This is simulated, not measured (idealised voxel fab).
Process module in this document: voxel gate over fins
FYI the section here is cut, 250 nm wide, cells are 5 nm squares.
The cross-sections in this document take the form of a grid made of square cells. They are written out as bands, in order from top to bottom. Each band consists of one or more rows of cells. Quick guide to a band line: top height, bottom height (nm) up front; then every material left to right with its width in nm. Only one material and it's marked "full width"? Then it fills the band edge to edge. And "air" just means empty space. The level at which height equals 0 is the one under which the wafer, as it arrives, is entirely one material. No lower edge exists for the bottom band, which continues downward and is notated as in "from 0 down". The notation "30 to 40" denotes a width that varies across the rows of cells in the band, beginning at the first number in the top row, finishing at the second number in the bottom row, and changing by an identical amount from each row to the next. No cell of the cross-section changed in a step that is given as "no change occurred". If an empty space has no open way to the top and is at least 8 cells in size, "Closed voids list" lists it, written width x height at distance, where distance is measured from the left edge and every value is in nm. Post-settings text on a step line: simulator's own remark regarding the step. "overlay nm" answers the question of how far to the right of plan the mask lay on a step that has a mask, and when it is negative the answer is to the left.
These are the steps we planned for the process
| 1 | RECEIVE | material Si |
| 2 | CONFORMAL_DEP | material SiN | thk nm 10 |
| 3 | DIRECTIONAL_DEP | material aC | thk nm 10 |
| 4 | PATTERN | tone cover | mask id FINS | material resist | width nm 15 | pitch nm 50 | thk nm 25 | overlay nm 0 |
| 5 | DIRECTIONAL_ETCH | etch materials aC | depth nm 10 |
| 6 | STRIP | etch materials resist |
| 7 | DIRECTIONAL_ETCH | etch materials SiN | depth nm 10 |
| 8 | DIRECTIONAL_ETCH | etch materials Si | depth nm 35 |
| 9 | STRIP | etch materials aC |
| 10 | FILL_DEP | material SiO2 | thk nm 5 |
| 11 | CMP | height nm 10 |
| 12 | MASKED_ETCH | tone open | mask id RAIL | width nm 15 | etch materials SiO2 | depth nm 40 | overlay nm 0 |
| 13 | CONFORMAL_DEP | material TiN | thk nm 5 |
| 14 | FILL_DEP | material Ru | thk nm 10 |
| 15 | CMP | height nm 10 |
| 16 | SELECTIVE_ETCH | etch materials W Ru TiN | depth nm 35 |
| 17 | FILL_DEP | material SiO2 | thk nm 5 |
| 18 | CMP | height nm 10 |
| 19 | SELECTIVE_ETCH | etch materials SiO2 | depth nm 25 |
| 20 | STRIP | etch materials SiN |
| 21 | CONFORMAL_DEP | material HfO2 | thk nm 5 |
| 22 | CONFORMAL_DEP | material TiN | thk nm 5 |
| 23 | CONFORMAL_DEP | material TiAl | thk nm 5 |
| 24 | CONFORMAL_DEP | material TiN | thk nm 5 |
| 25 | FILL_DEP | material W | thk nm 10 |
| 26 | CMP | height nm 25 |
| 27 | CONFORMAL_DEP | material SiCN | thk nm 5 |
Below: the first of two wafers, run as planned
Cross-section of the incoming wafer, state after step 1
- from 0 down: Si full width
- Closed voids list: none
Cross-section through the wafer, step 2 finished
- from 10 to 0: SiN full width
- Lower than 0, everything is as it was.
Cross-section through the wafer, step 3 finished
- from 20 to 10: aC full width
- Lower than 10, everything is as it was.
Cross-section through the wafer, step 4 finished
- from 45 to 20: 90 nm air / 15 nm resist / 35 nm air / 15 nm resist / 95 nm air
- Lower than 20, everything is as it was.
Cross-section through the wafer, step 5 finished
- from 35 to 20: 90 nm air / 15 nm resist / 35 nm air / 15 nm resist / 95 nm air
- from 20 to 10: 90 nm air / 15 nm aC / 35 nm air / 15 nm aC / 95 nm air
- Lower than 10, everything is as it was.
Cross-section through the wafer, step 6 finished
- from 20 to 10: 90 nm air / 15 nm aC / 35 nm air / 15 nm aC / 95 nm air
- Lower than 10, everything is as it was.
Cross-section through the wafer, step 7 finished
- from 20 to 10: 90 nm air / 15 nm aC / 35 nm air / 15 nm aC / 95 nm air
- from 10 to 0: 90 nm air / 15 nm SiN / 35 nm air / 15 nm SiN / 95 nm air
- Lower than 0, everything is as it was.
Cross-section through the wafer, step 8 finished
- from 20 to 10: 90 nm air / 15 nm aC / 35 nm air / 15 nm aC / 95 nm air
- from 10 to 0: 90 nm air / 15 nm SiN / 35 nm air / 15 nm SiN / 95 nm air
- from 0 to -35: 90 nm air / 15 nm Si / 35 nm air / 15 nm Si / 95 nm air
- Lower than -35, everything is as it was.
Cross-section through the wafer, step 9 finished
- from 10 to 0: 90 nm air / 15 nm SiN / 35 nm air / 15 nm SiN / 95 nm air
- Lower than 0, everything is as it was.
Cross-section through the wafer, step 10 finished
- from 15 to 10: SiO2 full width
- from 10 to 0: 90 nm SiO2 / 15 nm SiN / 35 nm SiO2 / 15 nm SiN / 95 nm SiO2
- from 0 to -35: 90 nm SiO2 / 15 nm Si / 35 nm SiO2 / 15 nm Si / 95 nm SiO2
- Lower than -35, everything is as it was.
Cross-section through the wafer, step 11 finished
- from 10 to 0: 90 nm SiO2 / 15 nm SiN / 35 nm SiO2 / 15 nm SiN / 95 nm SiO2
- Lower than 0, everything is as it was.
Cross-section through the wafer, step 12 finished
- from 10 to 0: 90 nm SiO2 / 15 nm SiN / 10 nm SiO2 / 15 nm air / 10 nm SiO2 / 15 nm SiN / 95 nm SiO2
- from 0 to -30: 90 nm SiO2 / 15 nm Si / 10 nm SiO2 / 15 nm air / 10 nm SiO2 / 15 nm Si / 95 nm SiO2
- Lower than -30, everything is as it was.
Cross-section through the wafer, step 13 finished
- from 15 to 10: 120 nm TiN / 5 nm air / 125 nm TiN
- from 10 to 0: 90 nm SiO2 / 15 nm SiN / 10 nm SiO2 / 5 nm TiN / 5 nm air / 5 nm TiN / 10 nm SiO2 / 15 nm SiN / 95 nm SiO2
- from 0 to -25: 90 nm SiO2 / 15 nm Si / 10 nm SiO2 / 5 nm TiN / 5 nm air / 5 nm TiN / 10 nm SiO2 / 15 nm Si / 95 nm SiO2
- from -25 to -30: 90 nm SiO2 / 15 nm Si / 10 nm SiO2 / 15 nm TiN / 10 nm SiO2 / 15 nm Si / 95 nm SiO2
- Lower than -30, everything is as it was.
Cross-section through the wafer, step 14 finished
- from 25 to 15: Ru full width
- from 15 to 10: 120 nm TiN / 5 nm Ru / 125 nm TiN
- from 10 to 0: 90 nm SiO2 / 15 nm SiN / 10 nm SiO2 / 5 nm TiN / 5 nm Ru / 5 nm TiN / 10 nm SiO2 / 15 nm SiN / 95 nm SiO2
- from 0 to -25: 90 nm SiO2 / 15 nm Si / 10 nm SiO2 / 5 nm TiN / 5 nm Ru / 5 nm TiN / 10 nm SiO2 / 15 nm Si / 95 nm SiO2
- Lower than -25, everything is as it was.
Cross-section through the wafer, step 15 finished
- from 10 to 0: 90 nm SiO2 / 15 nm SiN / 10 nm SiO2 / 5 nm TiN / 5 nm Ru / 5 nm TiN / 10 nm SiO2 / 15 nm SiN / 95 nm SiO2
- Lower than 0, everything is as it was.
Cross-section through the wafer, step 16 finished
- from 10 to 0: 90 nm SiO2 / 15 nm SiN / 10 nm SiO2 / 15 nm air / 10 nm SiO2 / 15 nm SiN / 95 nm SiO2
- from 0 to -25: 90 nm SiO2 / 15 nm Si / 10 nm SiO2 / 15 nm air / 10 nm SiO2 / 15 nm Si / 95 nm SiO2
- Lower than -25, everything is as it was.
Cross-section through the wafer, step 17 finished
- from 15 to 10: SiO2 full width
- from 10 to 0: 90 nm SiO2 / 15 nm SiN / 35 nm SiO2 / 15 nm SiN / 95 nm SiO2
- from 0 to -25: 90 nm SiO2 / 15 nm Si / 35 nm SiO2 / 15 nm Si / 95 nm SiO2
- Lower than -25, everything is as it was.
Cross-section through the wafer, step 18 finished
- from 10 to 0: 90 nm SiO2 / 15 nm SiN / 35 nm SiO2 / 15 nm SiN / 95 nm SiO2
- Lower than 0, everything is as it was.
Cross-section through the wafer, step 19 finished
- from 10 to 0: 90 nm air / 15 nm SiN / 35 nm air / 15 nm SiN / 95 nm air
- from 0 to -15: 90 nm air / 15 nm Si / 35 nm air / 15 nm Si / 95 nm air
- Lower than -15, everything is as it was.
Cross-section through the wafer, step 20 finished
- from 0 to -15: 90 nm air / 15 nm Si / 35 nm air / 15 nm Si / 95 nm air
- Lower than -15, everything is as it was.
Cross-section through the wafer, step 21 finished
- from 5 to 0: 85 nm air / 25 nm HfO2 / 25 nm air / 25 nm HfO2 / 90 nm air
- from 0 to -10: 85 nm air / 5 nm HfO2 / 15 nm Si / 5 nm HfO2 / 25 nm air / 5 nm HfO2 / 15 nm Si / 5 nm HfO2 / 90 nm air
- from -10 to -15: 90 nm HfO2 / 15 nm Si / 35 nm HfO2 / 15 nm Si / 95 nm HfO2
- Lower than -15, everything is as it was.
Cross-section through the wafer, step 22 finished
- from 10 to 5: 80 nm air / 35 nm TiN / 15 nm air / 35 nm TiN / 85 nm air
- from 5 to 0: 80 nm air / 5 nm TiN / 25 nm HfO2 / 5 nm TiN / 15 nm air / 5 nm TiN / 25 nm HfO2 / 5 nm TiN / 85 nm air
- from 0 to -5: 80 nm air / 5 nm TiN / 5 nm HfO2 / 15 nm Si / 5 nm HfO2 / 5 nm TiN / 15 nm air / 5 nm TiN / 5 nm HfO2 / 15 nm Si / 5 nm HfO2 / 5 nm TiN / 85 nm air
- from -5 to -10: 85 nm TiN / 5 nm HfO2 / 15 nm Si / 5 nm HfO2 / 25 nm TiN / 5 nm HfO2 / 15 nm Si / 5 nm HfO2 / 90 nm TiN
- Lower than -10, everything is as it was.
Cross-section through the wafer, step 23 finished
- from 15 to 10: 75 nm air / 45 nm TiAl / 5 nm air / 45 nm TiAl / 80 nm air
- from 10 to 5: 75 nm air / 5 nm TiAl / 35 nm TiN / 5 nm TiAl / 5 nm air / 5 nm TiAl / 35 nm TiN / 5 nm TiAl / 80 nm air
- from 5 to 0: 75 nm air / 5 nm TiAl / 5 nm TiN / 25 nm HfO2 / 5 nm TiN / 5 nm TiAl / 5 nm air / 5 nm TiAl / 5 nm TiN / 25 nm HfO2 / 5 nm TiN / 5 nm TiAl / 80 nm air
- from 0 to -5: 80 nm TiAl / 5 nm TiN / 5 nm HfO2 / 15 nm Si / 5 nm HfO2 / 5 nm TiN / 15 nm TiAl / 5 nm TiN / 5 nm HfO2 / 15 nm Si / 5 nm HfO2 / 5 nm TiN / 85 nm TiAl
- Lower than -5, everything is as it was.
Cross-section through the wafer, step 24 finished
- from 20 to 15: 70 nm air / 105 nm TiN / 75 nm air
- from 15 to 10: 70 nm air / 5 nm TiN / 45 nm TiAl / 5 nm TiN / 45 nm TiAl / 5 nm TiN / 75 nm air
- from 10 to 5: 70 nm air / 5 nm TiN / 5 nm TiAl / 35 nm TiN / 5 nm TiAl / 5 nm TiN / 5 nm TiAl / 35 nm TiN / 5 nm TiAl / 5 nm TiN / 75 nm air
- from 5 to 0: 75 nm TiN / 5 nm TiAl / 5 nm TiN / 25 nm HfO2 / 5 nm TiN / 5 nm TiAl / 5 nm TiN / 5 nm TiAl / 5 nm TiN / 25 nm HfO2 / 5 nm TiN / 5 nm TiAl / 80 nm TiN
- Lower than 0, everything is as it was.
Cross-section through the wafer, step 25 finished
- from 30 to 20: W full width
- from 20 to 15: 70 nm W / 105 nm TiN / 75 nm W
- from 15 to 10: 70 nm W / 5 nm TiN / 45 nm TiAl / 5 nm TiN / 45 nm TiAl / 5 nm TiN / 75 nm W
- from 10 to 5: 70 nm W / 5 nm TiN / 5 nm TiAl / 35 nm TiN / 5 nm TiAl / 5 nm TiN / 5 nm TiAl / 35 nm TiN / 5 nm TiAl / 5 nm TiN / 75 nm W
- Lower than 5, everything is as it was.
Cross-section through the wafer, step 26 finished
- from 25 to 20: W full width
- Lower than 20, everything is as it was.
Cross-section through the wafer, step 27 finished
- from 30 to 25: SiCN full width
- Lower than 25, everything is as it was.
Companion wafer, the second of two: same beginning, same intended sequence, one mistake in carrying it out; through step 3 inclusive it tracks the first exactly
Second wafer profile in section, at the moment step 4 of the plan was meant to be complete
- from 45 to 20: 85 nm air / 25 nm resist / 25 nm air / 25 nm resist / 90 nm air
- Lower than 20, everything is as it was.
Second wafer profile in section, at the moment step 5 of the plan was meant to be complete
- from 35 to 20: 85 nm air / 25 nm resist / 25 nm air / 25 nm resist / 90 nm air
- from 20 to 10: 85 nm air / 25 nm aC / 25 nm air / 25 nm aC / 90 nm air
- Lower than 10, everything is as it was.
Second wafer profile in section, at the moment step 6 of the plan was meant to be complete
- from 20 to 10: 85 nm air / 25 nm aC / 25 nm air / 25 nm aC / 90 nm air
- Lower than 10, everything is as it was.
Second wafer profile in section, at the moment step 7 of the plan was meant to be complete
- from 20 to 10: 85 nm air / 25 nm aC / 25 nm air / 25 nm aC / 90 nm air
- from 10 to 0: 85 nm air / 25 nm SiN / 25 nm air / 25 nm SiN / 90 nm air
- Lower than 0, everything is as it was.
Second wafer profile in section, at the moment step 8 of the plan was meant to be complete
- from 20 to 10: 85 nm air / 25 nm aC / 25 nm air / 25 nm aC / 90 nm air
- from 10 to 0: 85 nm air / 25 nm SiN / 25 nm air / 25 nm SiN / 90 nm air
- from 0 to -35: 85 nm air / 25 nm Si / 25 nm air / 25 nm Si / 90 nm air
- Lower than -35, everything is as it was.
Second wafer profile in section, at the moment step 9 of the plan was meant to be complete
- from 10 to 0: 85 nm air / 25 nm SiN / 25 nm air / 25 nm SiN / 90 nm air
- Lower than 0, everything is as it was.
Second wafer profile in section, at the moment step 10 of the plan was meant to be complete
- from 15 to 10: SiO2 full width
- from 10 to 0: 85 nm SiO2 / 25 nm SiN / 25 nm SiO2 / 25 nm SiN / 90 nm SiO2
- from 0 to -35: 85 nm SiO2 / 25 nm Si / 25 nm SiO2 / 25 nm Si / 90 nm SiO2
- Lower than -35, everything is as it was.
Second wafer profile in section, at the moment step 11 of the plan was meant to be complete
- from 10 to 0: 85 nm SiO2 / 25 nm SiN / 25 nm SiO2 / 25 nm SiN / 90 nm SiO2
- Lower than 0, everything is as it was.
Second wafer profile in section, at the moment step 12 of the plan was meant to be complete
- from 10 to 0: 85 nm SiO2 / 25 nm SiN / 5 nm SiO2 / 15 nm air / 5 nm SiO2 / 25 nm SiN / 90 nm SiO2
- from 0 to -30: 85 nm SiO2 / 25 nm Si / 5 nm SiO2 / 15 nm air / 5 nm SiO2 / 25 nm Si / 90 nm SiO2
- Lower than -30, everything is as it was.
Second wafer profile in section, at the moment step 13 of the plan was meant to be complete
- from 15 to 10: 120 nm TiN / 5 nm air / 125 nm TiN
- from 10 to 0: 85 nm SiO2 / 25 nm SiN / 5 nm SiO2 / 5 nm TiN / 5 nm air / 5 nm TiN / 5 nm SiO2 / 25 nm SiN / 90 nm SiO2
- from 0 to -25: 85 nm SiO2 / 25 nm Si / 5 nm SiO2 / 5 nm TiN / 5 nm air / 5 nm TiN / 5 nm SiO2 / 25 nm Si / 90 nm SiO2
- from -25 to -30: 85 nm SiO2 / 25 nm Si / 5 nm SiO2 / 15 nm TiN / 5 nm SiO2 / 25 nm Si / 90 nm SiO2
- Lower than -30, everything is as it was.
Second wafer profile in section, at the moment step 14 of the plan was meant to be complete
- from 25 to 15: Ru full width
- from 15 to 10: 120 nm TiN / 5 nm Ru / 125 nm TiN
- from 10 to 0: 85 nm SiO2 / 25 nm SiN / 5 nm SiO2 / 5 nm TiN / 5 nm Ru / 5 nm TiN / 5 nm SiO2 / 25 nm SiN / 90 nm SiO2
- from 0 to -25: 85 nm SiO2 / 25 nm Si / 5 nm SiO2 / 5 nm TiN / 5 nm Ru / 5 nm TiN / 5 nm SiO2 / 25 nm Si / 90 nm SiO2
- Lower than -25, everything is as it was.
Second wafer profile in section, at the moment step 15 of the plan was meant to be complete
- from 10 to 0: 85 nm SiO2 / 25 nm SiN / 5 nm SiO2 / 5 nm TiN / 5 nm Ru / 5 nm TiN / 5 nm SiO2 / 25 nm SiN / 90 nm SiO2
- Lower than 0, everything is as it was.
Second wafer profile in section, at the moment step 16 of the plan was meant to be complete
- from 10 to 0: 85 nm SiO2 / 25 nm SiN / 5 nm SiO2 / 15 nm air / 5 nm SiO2 / 25 nm SiN / 90 nm SiO2
- from 0 to -25: 85 nm SiO2 / 25 nm Si / 5 nm SiO2 / 15 nm air / 5 nm SiO2 / 25 nm Si / 90 nm SiO2
- Lower than -25, everything is as it was.
Second wafer profile in section, at the moment step 17 of the plan was meant to be complete
- from 15 to 10: SiO2 full width
- from 10 to 0: 85 nm SiO2 / 25 nm SiN / 25 nm SiO2 / 25 nm SiN / 90 nm SiO2
- from 0 to -25: 85 nm SiO2 / 25 nm Si / 25 nm SiO2 / 25 nm Si / 90 nm SiO2
- Lower than -25, everything is as it was.
Second wafer profile in section, at the moment step 18 of the plan was meant to be complete
- from 10 to 0: 85 nm SiO2 / 25 nm SiN / 25 nm SiO2 / 25 nm SiN / 90 nm SiO2
- Lower than 0, everything is as it was.
Second wafer profile in section, at the moment step 19 of the plan was meant to be complete
- from 10 to 0: 85 nm air / 25 nm SiN / 25 nm air / 25 nm SiN / 90 nm air
- from 0 to -15: 85 nm air / 25 nm Si / 25 nm air / 25 nm Si / 90 nm air
- Lower than -15, everything is as it was.
Second wafer profile in section, at the moment step 20 of the plan was meant to be complete
- from 0 to -15: 85 nm air / 25 nm Si / 25 nm air / 25 nm Si / 90 nm air
- Lower than -15, everything is as it was.
Second wafer profile in section, at the moment step 21 of the plan was meant to be complete
- from 5 to 0: 80 nm air / 35 nm HfO2 / 15 nm air / 35 nm HfO2 / 85 nm air
- from 0 to -10: 80 nm air / 5 nm HfO2 / 25 nm Si / 5 nm HfO2 / 15 nm air / 5 nm HfO2 / 25 nm Si / 5 nm HfO2 / 85 nm air
- from -10 to -15: 85 nm HfO2 / 25 nm Si / 25 nm HfO2 / 25 nm Si / 90 nm HfO2
- Lower than -15, everything is as it was.
Second wafer profile in section, at the moment step 22 of the plan was meant to be complete
- from 10 to 5: 75 nm air / 45 nm TiN / 5 nm air / 45 nm TiN / 80 nm air
- from 5 to 0: 75 nm air / 5 nm TiN / 35 nm HfO2 / 5 nm TiN / 5 nm air / 5 nm TiN / 35 nm HfO2 / 5 nm TiN / 80 nm air
- from 0 to -5: 75 nm air / 5 nm TiN / 5 nm HfO2 / 25 nm Si / 5 nm HfO2 / 5 nm TiN / 5 nm air / 5 nm TiN / 5 nm HfO2 / 25 nm Si / 5 nm HfO2 / 5 nm TiN / 80 nm air
- from -5 to -10: 80 nm TiN / 5 nm HfO2 / 25 nm Si / 5 nm HfO2 / 15 nm TiN / 5 nm HfO2 / 25 nm Si / 5 nm HfO2 / 85 nm TiN
- Lower than -10, everything is as it was.
Second wafer profile in section, at the moment step 23 of the plan was meant to be complete
- from 15 to 10: 70 nm air / 105 nm TiAl / 75 nm air
- from 10 to 5: 70 nm air / 5 nm TiAl / 45 nm TiN / 5 nm TiAl / 45 nm TiN / 5 nm TiAl / 75 nm air
- from 5 to 0: 70 nm air / 5 nm TiAl / 5 nm TiN / 35 nm HfO2 / 5 nm TiN / 5 nm TiAl / 5 nm TiN / 35 nm HfO2 / 5 nm TiN / 5 nm TiAl / 75 nm air
- from 0 to -5: 75 nm TiAl / 5 nm TiN / 5 nm HfO2 / 25 nm Si / 5 nm HfO2 / 5 nm TiN / 5 nm TiAl / 5 nm TiN / 5 nm HfO2 / 25 nm Si / 5 nm HfO2 / 5 nm TiN / 80 nm TiAl
- Lower than -5, everything is as it was.
Second wafer profile in section, at the moment step 24 of the plan was meant to be complete
- from 20 to 15: 65 nm air / 115 nm TiN / 70 nm air
- from 15 to 10: 65 nm air / 5 nm TiN / 105 nm TiAl / 5 nm TiN / 70 nm air
- from 10 to 5: 65 nm air / 5 nm TiN / 5 nm TiAl / 45 nm TiN / 5 nm TiAl / 45 nm TiN / 5 nm TiAl / 5 nm TiN / 70 nm air
- from 5 to 0: 70 nm TiN / 5 nm TiAl / 5 nm TiN / 35 nm HfO2 / 5 nm TiN / 5 nm TiAl / 5 nm TiN / 35 nm HfO2 / 5 nm TiN / 5 nm TiAl / 75 nm TiN
- Lower than 0, everything is as it was.
Second wafer profile in section, at the moment step 25 of the plan was meant to be complete
- from 30 to 20: W full width
- from 20 to 15: 65 nm W / 115 nm TiN / 70 nm W
- from 15 to 10: 65 nm W / 5 nm TiN / 105 nm TiAl / 5 nm TiN / 70 nm W
- from 10 to 5: 65 nm W / 5 nm TiN / 5 nm TiAl / 45 nm TiN / 5 nm TiAl / 45 nm TiN / 5 nm TiAl / 5 nm TiN / 70 nm W
- Lower than 5, everything is as it was.
Second wafer profile in section, at the moment step 26 of the plan was meant to be complete
- from 25 to 20: W full width
- Lower than 20, everything is as it was.
Second wafer profile in section, at the moment step 27 of the plan was meant to be complete
- from 30 to 25: SiCN full width
- Lower than 25, everything is as it was.
Diagnosis: for step 4, the planned setting was not used; the step was instead run as PATTERN | tone cover | mask id FINS | material resist | width nm 25 | pitch nm 50 | thk nm 25 | overlay nm 0
Final tally in cells, some materials are higher or lower on the second wafer than on the first: Si: 28 more; SiO2: 16 fewer; TiAl: 3 fewer; TiN: 3 fewer; W: 6 fewer
